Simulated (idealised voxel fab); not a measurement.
process module | voxel capacitor over wiring
cross-section cut | 235 nm wide | cells 5 nm
A cross-section is a grid of square cells, given in bands from the top down. A band is one or more rows of cells.
Each band's line starts with the height of the band's top and of its bottom, in nm. Then come its materials from left to right, each with its width in nm. One material with "throughout" fills the band from edge to edge. "air" is empty space.
Height 0 is the level under which the wafer as received is all one material. The lowest band goes on downwards, as in "0 down".
A width such as "30 to 40" changes by the same amount from each row of cells to the next, from the band's top row to its bottom row.
"no change" after a step means that no cell of the cross-section changed.
closed voids: empty space of 8 cells or more with no open way to the top, each as width x height at its distance from the left edge, in nm
after a step's settings: what the simulator itself notes on the step
overlay nm, on a step with a mask: how far to the right of its planned place the mask lay; to the left if negative
plan
1 op RECEIVE | material Si
2 op CONFORMAL_DEP | material SiO2 | thk nm 15
3 op DIRECTIONAL_DEP | material TiN | thk nm 5
4 op DIRECTIONAL_DEP | material W | thk nm 20
5 op MASKED_ETCH | tone cover | mask id METAL_1 | width nm 25 | pitch nm 95 | etch materials W | depth nm 20 | overlay nm 0
6 op MASKED_ETCH | tone cover | mask id METAL_1 | width nm 25 | pitch nm 95 | etch materials TiN | depth nm 5 | overlay nm 0
7 op CONFORMAL_DEP | material SiN | thk nm 5
8 op FILL_DEP | material lowk | thk nm 5
9 op CMP | height nm 40
10 op CONFORMAL_DEP | material SiCN | thk nm 5
11 op DIRECTIONAL_DEP | material SiO2 | thk nm 20
12 op MASKED_ETCH | tone open | mask id PLUG_1 | width nm 15 | etch materials SiO2 | depth nm 20 | overlay nm 0
13 op MASKED_ETCH | tone open | mask id PLUG_1 | width nm 15 | etch materials SiCN | depth nm 5 | overlay nm 0
14 op EPI | material Ru | thk nm 10
15 op EPI | material Ru | thk nm 10
16 op EPI | material Ru | thk nm 5
17 op DIRECTIONAL_DEP | material TiN | thk nm 10
18 op DIRECTIONAL_DEP | material Al2O3 | thk nm 5
19 op DIRECTIONAL_DEP | material TiN | thk nm 10
20 op DIRECTIONAL_DEP | material aC | thk nm 15
21 op PATTERN | tone cover | mask id UPPER_PLATE | material resist | width nm 75 | thk nm 35 | overlay nm 0
22 op DIRECTIONAL_ETCH | etch materials aC | depth nm 15
23 op STRIP | etch materials resist
24 op DIRECTIONAL_ETCH | etch materials TiN | depth nm 10
25 op DIRECTIONAL_ETCH | etch materials Al2O3 | depth nm 5
26 op STRIP | etch materials aC
27 op MASKED_ETCH | tone cover | mask id LOWER_PLATE | width nm 85 | etch materials TiN | depth nm 10 | overlay nm 0
28 op FILL_DEP | material SiO2 | thk nm 15
29 op CMP | height nm 100
30 op DIRECTIONAL_DEP | material aC | thk nm 10
31 op PATTERN | tone open | mask id PLUG_2 | material resist | width nm 15 | thk nm 25 | overlay nm 0
32 op DIRECTIONAL_ETCH | etch materials aC | depth nm 10
33 op STRIP | etch materials resist
34 op DIRECTIONAL_ETCH | etch materials SiO2 | depth nm 10
35 op STRIP | etch materials aC
36 op CONFORMAL_DEP | material TiN | thk nm 5
37 op FILL_DEP | material Ru | thk nm 10
38 op CMP | height nm 100
39 op CONFORMAL_DEP | material SiN | thk nm 5
as received, after step 1
  0 down: Si throughout
  closed voids: none
first wafer at the end, as planned
  105 to 100: SiN throughout
  100 to 95: SiO2 75 | TiN 5 | Ru 5 | TiN 5 | SiO2 145
  95 to 90: SiO2 75 | TiN 15 | SiO2 145
  90 to 80: SiO2 65 | TiN 75 | SiO2 95
  80 to 75: SiO2 65 | Al2O3 75 | SiO2 95
  75 to 65: SiO2 60 | TiN 85 | SiO2 90
  65 to 45: SiO2 65 | Ru 15 | SiO2 155
  45 to 40: SiCN 65 | Ru 15 | SiCN 155
  40 to 20: lowk 50 | SiN 5 | W 25 | SiN 5 | lowk 60 | SiN 5 | W 25 | SiN 5 | lowk 55
  20 to 15: SiN 55 | TiN 25 | SiN 70 | TiN 25 | SiN 60
  15 to 0: SiO2 throughout
  0 down: Si throughout
  closed voids: none
second wafer at the end: like start, like plan, one mistake
  105 to 100: SiN throughout
  100 to 95: SiO2 75 | TiN 5 | Al2O3 60 | SiO2 95
  95 to 90: SiO2 60 | TiN 5 | SiO2 10 | TiN 70 | SiO2 90
  90 to 80: SiO2 60 to 65 | TiN 85 to 15 | SiO2 90 to 155
  80 to 75: SiO2 65 | Al2O3 15 | SiO2 155
  75 to 65: SiO2 65 | TiN 15 | SiO2 155
  65 to 45: SiO2 throughout
  45 to 40: SiCN throughout
  40 to 20: lowk 50 | SiN 5 | W 25 | SiN 5 | lowk 60 | SiN 5 | W 25 | SiN 5 | lowk 55
  20 to 15: SiN 55 | TiN 25 | SiN 70 | TiN 25 | SiN 60
  15 to 0: SiO2 throughout
  0 down: Si throughout
  closed voids: none
what went wrong: step 11 was run twice
at the end the second wafer has, in cells: 16 fewer of Ru | 3 more of SiCN | 40 more of SiO2 | 27 fewer of TiN
